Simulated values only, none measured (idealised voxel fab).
process module | voxel wiring stack
cross-section cut | 165 nm wide | cells 5 nm
A cross-section is a grid of square cells, given in bands from the top down. A band is one or more rows of cells.
Each band's line starts with the height of the band's top and of its bottom, in nm. Then come its materials from left to right, each with its width in nm. One material with "throughout" fills the band from edge to edge. "air" is empty space.
Height 0 is the level under which the wafer as received is all one material. The lowest band goes on downwards, as in "0 down".
A width such as "30 to 40" changes by the same amount from each row of cells to the next, from the band's top row to its bottom row.
"no change" after a step means that no cell of the cross-section changed.
closed voids: empty space of 8 cells or more with no open way to the top, each as width x height at its distance from the left edge, in nm
after a step's settings: what the simulator itself notes on the step
overlay nm, on a step with a mask: how far to the right of its planned place the mask lay; to the left if negative
plan
1 op RECEIVE | material Si
2 op CONFORMAL_DEP | material SiO2 | thk nm 10
3 op CONFORMAL_DEP | material SiCN | thk nm 5
4 op DIRECTIONAL_DEP | material lowk | thk nm 25
5 op PATTERN | tone open | mask id METAL_1 | material resist | width nm 20 | pitch nm 45 | thk nm 20 | overlay nm 0
6 op DIRECTIONAL_ETCH | etch materials lowk | depth nm 25
7 op DIRECTIONAL_ETCH | etch materials SiCN | depth nm 5
8 op STRIP | etch materials resist
9 op CONFORMAL_DEP | material TiN | thk nm 5
10 op FILL_DEP | material Ru | thk nm 5
11 op CMP | height nm 40
12 op EPI | material Ru | thk nm 5
13 op FILL_DEP | material SiCN | thk nm 5
14 op DIRECTIONAL_DEP | material SiO2 | thk nm 35
15 op MASKED_ETCH | tone open | mask id METAL_2_HOLES | width nm 15 | pitch nm 45 | etch materials SiO2 | depth nm 35 | overlay nm 0
16 op MASKED_ETCH | tone open | mask id METAL_2 | width nm 15 | pitch nm 45 | etch materials SiO2 | depth nm 20 | overlay nm 0
17 op MASKED_ETCH | tone open | mask id METAL_2 | width nm 20 | pitch nm 45 | etch materials SiCN | depth nm 5 | overlay nm 0
18 op CONFORMAL_DEP | material TiN | thk nm 5
19 op FILL_DEP | material Cu | thk nm 10
20 op CMP | height nm 85
21 op CONFORMAL_DEP | material SiN | thk nm 5
varied across the wafers: width nm of step 16. The plan shows the first wafer's value. All wafers start alike
first wafer as received, after step 1
  0 down: Si throughout
  closed voids: none
first wafer at the end, after step 21
  90 to 85: SiN throughout
  85 to 70: SiO2 50 | TiN 5 | Cu 10 | TiN 5 | SiO2 25 | TiN 5 | Cu 10 | TiN 5 | SiO2 50
  70 to 65: SiO2 50 | TiN 5 | Cu 5 | TiN 10 | SiO2 25 | TiN 5 | Cu 5 | TiN 10 | SiO2 50
  65 to 50: SiO2 50 | TiN 5 | Cu 5 | TiN 5 | SiO2 30 | TiN 5 | Cu 5 | TiN 5 | SiO2 55
  50 to 45: SiCN 50 | TiN 15 | SiCN 30 | TiN 15 | SiCN 55
  45 to 40: SiCN 45 | Ru 30 | SiCN 15 | Ru 30 | SiCN 45
  40 to 15: lowk 50 | TiN 5 | Ru 10 | TiN 5 | lowk 25 | TiN 5 | Ru 10 | TiN 5 | lowk 50
  15 to 10: SiCN 50 | TiN 20 | SiCN 25 | TiN 20 | SiCN 50
  10 to 0: SiO2 throughout
  0 down: Si throughout
  closed voids: none
last wafer at the end
  90 to 85: SiN throughout
  85 to 70: SiO2 45 | TiN 5 | Cu 20 | TiN 5 | SiO2 15 | TiN 5 | Cu 20 | TiN 5 | SiO2 45
  70 to 65: SiO2 45 | TiN 10 | Cu 5 | TiN 15 | SiO2 15 | TiN 10 | Cu 5 | TiN 15 | SiO2 45
  65 to 50: SiO2 50 | TiN 5 | Cu 5 | TiN 5 | SiO2 30 | TiN 5 | Cu 5 | TiN 5 | SiO2 55
  50 to 45: SiCN 50 | TiN 15 | SiCN 30 | TiN 15 | SiCN 55
  45 to 40: SiCN 45 | Ru 30 | SiCN 15 | Ru 30 | SiCN 45
  40 to 15: lowk 50 | TiN 5 | Ru 10 | TiN 5 | lowk 25 | TiN 5 | Ru 10 | TiN 5 | lowk 50
  15 to 10: SiCN 50 | TiN 20 | SiCN 25 | TiN 20 | SiCN 50
  10 to 0: SiO2 throughout
  0 down: Si throughout
  closed voids: none
each wafer at the end: cells of each material gained (+) or lost (-) since it was received, then its closed voids
width nm 15 | +20 Cu | +32 Ru | +73 SiCN | +33 SiN | +247 SiO2 | +64 TiN | +125 lowk | closed voids: none
width nm 20 | +20 Cu | +32 Ru | +73 SiCN | +33 SiN | +247 SiO2 | +64 TiN | +125 lowk | closed voids: none
width nm 25 | +26 Cu | +32 Ru | +73 SiCN | +33 SiN | +239 SiO2 | +66 TiN | +125 lowk | closed voids: none
width nm 30 | +32 Cu | +32 Ru | +73 SiCN | +33 SiN | +231 SiO2 | +68 TiN | +125 lowk | closed voids: none
